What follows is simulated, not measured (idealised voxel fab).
The name of this process module is voxel self aligned contacts.
Each square cell in cross-section cut measures 5 nm, and the section as a whole is 200 nm wide.
Cross-section = grid of square cells, listed top down in bands; band = one or more rows. Heads up on the band format: heights come first, top then bottom, in nm. After that it's the materials left to right, each with its width in nm. A single material flagged "edge to edge" fills the whole band edge to edge, and "blank" means there's empty space there. Convention: height 0 is the level below which the wafer, as received, is all one material. The lowest band does not terminate at the bottom but continues downward, represented as "top 0, no bottom". The two numbers in a width such as "30->40" mark its ends across the band: the first belongs to the top row of cells, the second to the bottom row, and from each row to the next the width moves by the same amount. Where a step carries "no change", the cross-section came out of it unchanged, cell for cell. Empty spaces without an open route to the top, at least 8 cells in extent, make up the entry "Closed void inventory"; each is given as width x height at distance, where the distance is measured from the left edge, and all are in nm. That trailing text on a step's line, after the settings, is the simulator's own remark on the step. overlay nm: right-of-plan distance of the mask on a masked step; negative values mean left-of-plan.

# Below is the list of planned process steps
1. RECEIVE with material Si
2. CONFORMAL_DEP with material SiO2, thk nm 5
3. DIRECTIONAL_DEP with material polySi, thk nm 30
4. DIRECTIONAL_DEP with material SiN, thk nm 20
5. DIRECTIONAL_DEP with material aC, thk nm 15
6. PATTERN with tone cover, mask id GATE, material resist, width nm 35, pitch nm 60, thk nm 35, overlay nm 0
7. DIRECTIONAL_ETCH with etch materials aC, depth nm 15
8. STRIP with etch materials resist
9. DIRECTIONAL_ETCH with etch materials SiN, depth nm 20
10. DIRECTIONAL_ETCH with etch materials polySi, depth nm 30
11. STRIP with etch materials aC
12. CONFORMAL_DEP with material SiN, thk nm 5
13. DIRECTIONAL_ETCH with etch materials SiN, depth nm 5
14. FILL_DEP with material SiO2, thk nm 15
15. CMP with height nm 60
16. MASKED_ETCH with tone open, mask id CONTACT, width nm 45, pitch nm 60, etch materials SiO2, depth nm 60, overlay nm 0
17. CONFORMAL_DEP with material TiN, thk nm 5
18. FILL_DEP with material Ru, thk nm 10
19. CMP with height nm 60
20. CONFORMAL_DEP with material SiCN, thk nm 5

# Concerning the first of two wafers, which was run in accordance with the plan

# Delivered wafer in cross-section: state after step 1
	top 0, no bottom  Si edge to edge
	Closed void inventory: none

# Sectional view: wafer, after step 2
	top 5, bottom 0  SiO2 edge to edge
	Beneath the level 0, the cross-section is identical to its previous state.

# Sectional view: wafer, after step 3
	top 35, bottom 5  polySi edge to edge
	Beneath the level 5, the cross-section is identical to its previous state.

# Sectional view: wafer, after step 4
	top 55, bottom 35  SiN edge to edge
	Beneath the level 35, the cross-section is identical to its previous state.

# Sectional view: wafer, after step 5
	top 70, bottom 55  aC edge to edge
	Beneath the level 55, the cross-section is identical to its previous state.

# Sectional view: wafer, after step 6
	top 105, bottom 70  blank: 20  resist: 35  blank: 25  resist: 35  blank: 25  resist: 35  blank: 25
	Beneath the level 70, the cross-section is identical to its previous state.

# Sectional view: wafer, after step 7
	top 90, bottom 70  blank: 20  resist: 35  blank: 25  resist: 35  blank: 25  resist: 35  blank: 25
	top 70, bottom 55  blank: 20  aC: 35  blank: 25  aC: 35  blank: 25  aC: 35  blank: 25
	Beneath the level 55, the cross-section is identical to its previous state.

# Sectional view: wafer, after step 8
	top 70, bottom 55  blank: 20  aC: 35  blank: 25  aC: 35  blank: 25  aC: 35  blank: 25
	Beneath the level 55, the cross-section is identical to its previous state.

# Sectional view: wafer, after step 9
	top 70, bottom 55  blank: 20  aC: 35  blank: 25  aC: 35  blank: 25  aC: 35  blank: 25
	top 55, bottom 35  blank: 20  SiN: 35  blank: 25  SiN: 35  blank: 25  SiN: 35  blank: 25
	Beneath the level 35, the cross-section is identical to its previous state.

# Sectional view: wafer, after step 10
	top 70, bottom 55  blank: 20  aC: 35  blank: 25  aC: 35  blank: 25  aC: 35  blank: 25
	top 55, bottom 35  blank: 20  SiN: 35  blank: 25  SiN: 35  blank: 25  SiN: 35  blank: 25
	top 35, bottom 5  blank: 20  polySi: 35  blank: 25  polySi: 35  blank: 25  polySi: 35  blank: 25
	Beneath the level 5, the cross-section is identical to its previous state.

# Sectional view: wafer, after step 11
	top 55, bottom 35  blank: 20  SiN: 35  blank: 25  SiN: 35  blank: 25  SiN: 35  blank: 25
	Beneath the level 35, the cross-section is identical to its previous state.

# Sectional view: wafer, after step 12
	top 60, bottom 35  blank: 15  SiN: 45  blank: 15  SiN: 45  blank: 15  SiN: 45  blank: 20
	top 35, bottom 10  blank: 15  SiN: 5  polySi: 35  SiN: 5  blank: 15  SiN: 5  polySi: 35  SiN: 5  blank: 15  SiN: 5  polySi: 35  SiN: 5  blank: 20
	top 10, bottom 5  SiN: 20  polySi: 35  SiN: 25  polySi: 35  SiN: 25  polySi: 35  SiN: 25
	Beneath the level 5, the cross-section is identical to its previous state.

# Sectional view: wafer, after step 13
	top 55, bottom 35  blank: 15  SiN: 45  blank: 15  SiN: 45  blank: 15  SiN: 45  blank: 20
	top 35, bottom 5  blank: 15  SiN: 5  polySi: 35  SiN: 5  blank: 15  SiN: 5  polySi: 35  SiN: 5  blank: 15  SiN: 5  polySi: 35  SiN: 5  blank: 20
	Beneath the level 5, the cross-section is identical to its previous state.

# Sectional view: wafer, after step 14
	top 70, bottom 55  SiO2 edge to edge
	top 55, bottom 35  SiO2: 15  SiN: 45  SiO2: 15  SiN: 45  SiO2: 15  SiN: 45  SiO2: 20
	top 35, bottom 5  SiO2: 15  SiN: 5  polySi: 35  SiN: 5  SiO2: 15  SiN: 5  polySi: 35  SiN: 5  SiO2: 15  SiN: 5  polySi: 35  SiN: 5  SiO2: 20
	Beneath the level 5, the cross-section is identical to its previous state.

# Sectional view: wafer, after step 15
	top 60, bottom 55  SiO2 edge to edge
	Beneath the level 55, the cross-section is identical to its previous state.

# Sectional view: wafer, after step 16
	top 60, bottom 55  SiO2: 45  blank: 45  SiO2: 15  blank: 45  SiO2: 50
	top 55, bottom 35  SiO2: 15  SiN: 45  blank: 15  SiN: 45  blank: 15  SiN: 45  SiO2: 20
	top 35, bottom 5  SiO2: 15  SiN: 5  polySi: 35  SiN: 5  blank: 15  SiN: 5  polySi: 35  SiN: 5  blank: 15  SiN: 5  polySi: 35  SiN: 5  SiO2: 20
	top 5, bottom 0  SiO2: 60  blank: 15  SiO2: 45  blank: 15  SiO2: 65
	Beneath the level 0, the cross-section is identical to its previous state.

# Sectional view: wafer, after step 17
	top 65, bottom 60  TiN: 50  blank: 35  TiN: 25  blank: 35  TiN: 55
	top 60, bottom 55  SiO2: 45  TiN: 20  blank: 5  TiN: 20  SiO2: 15  TiN: 20  blank: 5  TiN: 20  SiO2: 50
	top 55, bottom 35  SiO2: 15  SiN: 45  TiN: 5  blank: 5  TiN: 5  SiN: 45  TiN: 5  blank: 5  TiN: 5  SiN: 45  SiO2: 20
	top 35, bottom 5  SiO2: 15  SiN: 5  polySi: 35  SiN: 5  TiN: 5  blank: 5  TiN: 5  SiN: 5  polySi: 35  SiN: 5  TiN: 5  blank: 5  TiN: 5  SiN: 5  polySi: 35  SiN: 5  SiO2: 20
	top 5, bottom 0  SiO2: 60  TiN: 15  SiO2: 45  TiN: 15  SiO2: 65
	Beneath the level 0, the cross-section is identical to its previous state.

# Sectional view: wafer, after step 18
	top 75, bottom 65  Ru edge to edge
	top 65, bottom 60  TiN: 50  Ru: 35  TiN: 25  Ru: 35  TiN: 55
	top 60, bottom 55  SiO2: 45  TiN: 20  Ru: 5  TiN: 20  SiO2: 15  TiN: 20  Ru: 5  TiN: 20  SiO2: 50
	top 55, bottom 35  SiO2: 15  SiN: 45  TiN: 5  Ru: 5  TiN: 5  SiN: 45  TiN: 5  Ru: 5  TiN: 5  SiN: 45  SiO2: 20
	top 35, bottom 5  SiO2: 15  SiN: 5  polySi: 35  SiN: 5  TiN: 5  Ru: 5  TiN: 5  SiN: 5  polySi: 35  SiN: 5  TiN: 5  Ru: 5  TiN: 5  SiN: 5  polySi: 35  SiN: 5  SiO2: 20
	Beneath the level 5, the cross-section is identical to its previous state.

# Sectional view: wafer, after step 19
	top 60, bottom 55  SiO2: 45  TiN: 20  Ru: 5  TiN: 20  SiO2: 15  TiN: 20  Ru: 5  TiN: 20  SiO2: 50
	Beneath the level 55, the cross-section is identical to its previous state.

# Sectional view: wafer, after step 20
	top 65, bottom 60  SiCN edge to edge
	Beneath the level 60, the cross-section is identical to its previous state.

# Second wafer. Start and plan as for the first. One mistake made in running. Agrees with the first up to and including step 2

# Cross-section of the second wafer when, according to plan, step 3 should have finished
	top 65, bottom 5  polySi edge to edge
	Beneath the level 5, the cross-section is identical to its previous state.

# Cross-section of the second wafer when, according to plan, step 4 should have finished
	top 85, bottom 65  SiN edge to edge
	Beneath the level 65, the cross-section is identical to its previous state.

# Cross-section of the second wafer when, according to plan, step 5 should have finished
	top 100, bottom 85  aC edge to edge
	Beneath the level 85, the cross-section is identical to its previous state.

# Cross-section of the second wafer when, according to plan, step 6 should have finished
	top 135, bottom 100  blank: 20  resist: 35  blank: 25  resist: 35  blank: 25  resist: 35  blank: 25
	Beneath the level 100, the cross-section is identical to its previous state.

# Cross-section of the second wafer when, according to plan, step 7 should have finished
	top 120, bottom 100  blank: 20  resist: 35  blank: 25  resist: 35  blank: 25  resist: 35  blank: 25
	top 100, bottom 85  blank: 20  aC: 35  blank: 25  aC: 35  blank: 25  aC: 35  blank: 25
	Beneath the level 85, the cross-section is identical to its previous state.

# Cross-section of the second wafer when, according to plan, step 8 should have finished
	top 100, bottom 85  blank: 20  aC: 35  blank: 25  aC: 35  blank: 25  aC: 35  blank: 25
	Beneath the level 85, the cross-section is identical to its previous state.

# Cross-section of the second wafer when, according to plan, step 9 should have finished
	top 100, bottom 85  blank: 20  aC: 35  blank: 25  aC: 35  blank: 25  aC: 35  blank: 25
	top 85, bottom 65  blank: 20  SiN: 35  blank: 25  SiN: 35  blank: 25  SiN: 35  blank: 25
	Beneath the level 65, the cross-section is identical to its previous state.

# Cross-section of the second wafer when, according to plan, step 10 should have finished
	top 100, bottom 85  blank: 20  aC: 35  blank: 25  aC: 35  blank: 25  aC: 35  blank: 25
	top 85, bottom 65  blank: 20  SiN: 35  blank: 25  SiN: 35  blank: 25  SiN: 35  blank: 25
	top 65, bottom 35  blank: 20  polySi: 35  blank: 25  polySi: 35  blank: 25  polySi: 35  blank: 25
	Beneath the level 35, the cross-section is identical to its previous state.

# Cross-section of the second wafer when, according to plan, step 11 should have finished
	top 85, bottom 65  blank: 20  SiN: 35  blank: 25  SiN: 35  blank: 25  SiN: 35  blank: 25
	Beneath the level 65, the cross-section is identical to its previous state.

# Cross-section of the second wafer when, according to plan, step 12 should have finished
	top 90, bottom 65  blank: 15  SiN: 45  blank: 15  SiN: 45  blank: 15  SiN: 45  blank: 20
	top 65, bottom 40  blank: 15  SiN: 5  polySi: 35  SiN: 5  blank: 15  SiN: 5  polySi: 35  SiN: 5  blank: 15  SiN: 5  polySi: 35  SiN: 5  blank: 20
	top 40, bottom 35  SiN: 20  polySi: 35  SiN: 25  polySi: 35  SiN: 25  polySi: 35  SiN: 25
	Beneath the level 35, the cross-section is identical to its previous state.

# Cross-section of the second wafer when, according to plan, step 13 should have finished
	top 85, bottom 65  blank: 15  SiN: 45  blank: 15  SiN: 45  blank: 15  SiN: 45  blank: 20
	top 65, bottom 35  blank: 15  SiN: 5  polySi: 35  SiN: 5  blank: 15  SiN: 5  polySi: 35  SiN: 5  blank: 15  SiN: 5  polySi: 35  SiN: 5  blank: 20
	Beneath the level 35, the cross-section is identical to its previous state.

# Cross-section of the second wafer when, according to plan, step 14 should have finished
	top 100, bottom 85  SiO2 edge to edge
	top 85, bottom 65  SiO2: 15  SiN: 45  SiO2: 15  SiN: 45  SiO2: 15  SiN: 45  SiO2: 20
	top 65, bottom 35  SiO2: 15  SiN: 5  polySi: 35  SiN: 5  SiO2: 15  SiN: 5  polySi: 35  SiN: 5  SiO2: 15  SiN: 5  polySi: 35  SiN: 5  SiO2: 20
	Beneath the level 35, the cross-section is identical to its previous state.

# Cross-section of the second wafer when, according to plan, step 15 should have finished
	top 60, bottom 35  SiO2: 15  SiN: 5  polySi: 35  SiN: 5  SiO2: 15  SiN: 5  polySi: 35  SiN: 5  SiO2: 15  SiN: 5  polySi: 35  SiN: 5  SiO2: 20
	Beneath the level 35, the cross-section is identical to its previous state.

# Cross-section of the second wafer when, according to plan, step 16 should have finished
	top 60, bottom 35  SiO2: 15  SiN: 5  polySi: 35  SiN: 5  blank: 15  SiN: 5  polySi: 35  SiN: 5  blank: 15  SiN: 5  polySi: 35  SiN: 5  SiO2: 20
	Beneath the level 35, the cross-section is identical to its previous state.

# Cross-section of the second wafer when, according to plan, step 17 should have finished
	top 65, bottom 60  TiN: 65  blank: 5  TiN: 55  blank: 5  TiN: 70
	top 60, bottom 40  SiO2: 15  SiN: 5  polySi: 35  SiN: 5  TiN: 5  blank: 5  TiN: 5  SiN: 5  polySi: 35  SiN: 5  TiN: 5  blank: 5  TiN: 5  SiN: 5  polySi: 35  SiN: 5  SiO2: 20
	top 40, bottom 35  SiO2: 15  SiN: 5  polySi: 35  SiN: 5  TiN: 15  SiN: 5  polySi: 35  SiN: 5  TiN: 15  SiN: 5  polySi: 35  SiN: 5  SiO2: 20
	Beneath the level 35, the cross-section is identical to its previous state.

# Cross-section of the second wafer when, according to plan, step 18 should have finished
	top 75, bottom 65  Ru edge to edge
	top 65, bottom 60  TiN: 65  Ru: 5  TiN: 55  Ru: 5  TiN: 70
	top 60, bottom 40  SiO2: 15  SiN: 5  polySi: 35  SiN: 5  TiN: 5  Ru: 5  TiN: 5  SiN: 5  polySi: 35  SiN: 5  TiN: 5  Ru: 5  TiN: 5  SiN: 5  polySi: 35  SiN: 5  SiO2: 20
	Beneath the level 40, the cross-section is identical to its previous state.

# Cross-section of the second wafer when, according to plan, step 19 should have finished
	top 60, bottom 40  SiO2: 15  SiN: 5  polySi: 35  SiN: 5  TiN: 5  Ru: 5  TiN: 5  SiN: 5  polySi: 35  SiN: 5  TiN: 5  Ru: 5  TiN: 5  SiN: 5  polySi: 35  SiN: 5  SiO2: 20
	Beneath the level 40, the cross-section is identical to its previous state.

# Cross-section of the second wafer when, according to plan, step 20 should have finished
	top 65, bottom 60  SiCN edge to edge
	Beneath the level 60, the cross-section is identical to its previous state.
It is concluded that the wafer was processed incorrectly with respect to the plan, in that plan step 3 was twice executed
In the final state, the cell counts of the second wafer exceed or fall short of those of the first for the following materials: Ru -14; SiN -114; SiO2 -51; TiN -40; polySi +219
